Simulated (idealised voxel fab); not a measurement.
The following process module bears the name voxel transistor to metal.
Xsec cut, 190 nm wide, square cell size 5 nm.
Think of the cross-section as a grid of square cells. We describe it in bands, top to bottom, and each band covers one or more rows of those cells.
Per band: top height and bottom height in nm, followed by the left-to-right materials and their widths in nm; "full width" marks a single material spanning edge to edge, "empty" marks empty space.
Height reference: 0 = level under which incoming wafer is all one material. Lowest band: no bottom, runs on downward, e.g. "0 -> down".
Quick explanation for "30->40": the width changes in equal steps down the rows of cells, from the first number in the band's top row to the second number in its bottom row.
Key: "all unchanged" - step with no changed cell in the cross-section.
"Entrapped void list" means: voids of 8 cells or more that are shut off from the top with no open way through. Written width x height at distance, distance from the left edge, in nm.
If you see something after the settings on a step's line, that's the simulator's own remark about that step.
"overlay nm" answers the question of how far to the right of plan the mask lay on a step that has a mask, and when it is negative the answer is to the left.

-- plan
1 RECEIVE (material Si)
2 OXIDIZE (depth nm 5)
3 CONFORMAL_DEP (material SiN; thk nm 15)
4 DIRECTIONAL_DEP (material aC; thk nm 10)
5 PATTERN (tone cover; mask id ACTIVE; material resist; width nm 110; thk nm 30; overlay nm 0)
6 DIRECTIONAL_ETCH (etch materials aC; depth nm 10)
7 STRIP (etch materials resist)
8 DIRECTIONAL_ETCH (etch materials SiN; depth nm 15)
9 DIRECTIONAL_ETCH (etch materials SiO2; depth nm 5)
10 DIRECTIONAL_ETCH (etch materials Si; depth nm 25)
11 STRIP (etch materials aC)
12 OXIDIZE (depth nm 5)
13 FILL_DEP (material SiO2; thk nm 10)
14 CMP (height nm 15)
15 SELECTIVE_ETCH (etch materials SiO2; depth nm 10)
16 STRIP (etch materials SiN)
17 SELECTIVE_ETCH (etch materials SiO2; depth nm 5)
18 OXIDIZE (depth nm 5)
19 DIRECTIONAL_DEP (material polySi; thk nm 20)
20 DIRECTIONAL_DEP (material SiCN; thk nm 15)
21 PATTERN (tone cover; mask id GATE; material resist; width nm 20; thk nm 15; overlay nm 0)
22 DIRECTIONAL_ETCH (etch materials SiCN; depth nm 25)
23 DIRECTIONAL_ETCH (etch materials polySi; depth nm 30)
24 STRIP (etch materials resist)
25 CONFORMAL_DEP (material SiN; thk nm 5)
26 DIRECTIONAL_ETCH (etch materials SiN; depth nm 5)
27 DIRECTIONAL_ETCH (etch materials SiO2; depth nm 5)
28 EPI (material pSi; thk nm 5)
29 FILL_DEP (material SiO2; thk nm 10)
30 CMP (height nm 30)
31 DIRECTIONAL_DEP (material SiO2; thk nm 15)
32 DIRECTIONAL_DEP (material aC; thk nm 15)
33 PATTERN (tone open; mask id CONTACT; material resist; width nm 35; pitch nm 65; thk nm 35; overlay nm 0)
34 DIRECTIONAL_ETCH (etch materials aC; depth nm 15)
35 STRIP (etch materials resist)
36 DIRECTIONAL_ETCH (etch materials SiO2; depth nm 50)
37 STRIP (etch materials aC)
38 CONFORMAL_DEP (material TiN; thk nm 5)
39 FILL_DEP (material Ru; thk nm 10)
40 CMP (height nm 45)
41 CONFORMAL_DEP (material SiCN; thk nm 5)
42 DIRECTIONAL_DEP (material lowk; thk nm 25)
43 DIRECTIONAL_DEP (material aC; thk nm 10)
44 PATTERN (tone open; mask id METAL_1; material resist; width nm 20; pitch nm 80; thk nm 25; overlay nm 0)
45 DIRECTIONAL_ETCH (etch materials aC; depth nm 10)
46 STRIP (etch materials resist)
47 DIRECTIONAL_ETCH (etch materials lowk; depth nm 25)
48 DIRECTIONAL_ETCH (etch materials SiCN; depth nm 5)
49 STRIP (etch materials aC)
50 CONFORMAL_DEP (material TiN; thk nm 5)
51 FILL_DEP (material Cu; thk nm 5)
52 CMP (height nm 75)
53 CONFORMAL_DEP (material SiCN; thk nm 5)

-- As-received wafer cross-section (after step 1)
  0 -> down  Si full width
  Entrapped void list: none

-- Below is the wafer in cross-section after the module was completed. It began from the starting point shown above and followed the plan shown above, except that one mistake was made while running it
  80 -> 75  SiCN full width
  75 -> 50  lowk 45 nm | TiN 5 nm | Cu 10 nm | TiN 5 nm | lowk 60 nm | TiN 5 nm | Cu 10 nm | TiN 5 nm | lowk 45 nm
  50 -> 45  SiCN 45 nm | TiN 20 nm | SiCN 60 nm | TiN 20 nm | SiCN 45 nm
  45 -> 30  SiO2 45 nm | TiN 5 nm | Ru 25 nm | TiN 5 nm | SiO2 30 nm | TiN 5 nm | Ru 25 nm | TiN 5 nm | SiO2 45 nm
  30 -> 15  SiO2 45 nm | TiN 5 nm | Ru 25 nm | TiN 5 nm | SiN 5 nm | SiCN 20 nm | SiN 5 nm | TiN 5 nm | Ru 25 nm | TiN 5 nm | SiO2 45 nm
  15 -> 0  SiO2 45 nm | TiN 5 nm | Ru 25 nm | TiN 5 nm | SiN 5 nm | polySi 20 nm | SiN 5 nm | TiN 5 nm | Ru 25 nm | TiN 5 nm | SiO2 45 nm
  0 -> -5  SiO2 40 nm | SiN 5 nm | TiN 35 nm | SiN 5 nm | polySi 20 nm | SiN 5 nm | TiN 35 nm | SiO2 10 nm | SiN 5 nm | SiO2 30 nm
  -5 -> -10  SiO2 45 nm | pSi 35 nm | SiO2 30 nm | pSi 45 nm | SiO2 35 nm
  -10 -> -35  SiO2 50 nm | Si 100 nm | SiO2 40 nm
  -35 -> down  Si full width
  Entrapped void list: none
Run error: rather than as planned, step 5 actually ran as PATTERN (tone cover; mask id ACTIVE; material resist; width nm 110; thk nm 30; overlay nm 5)
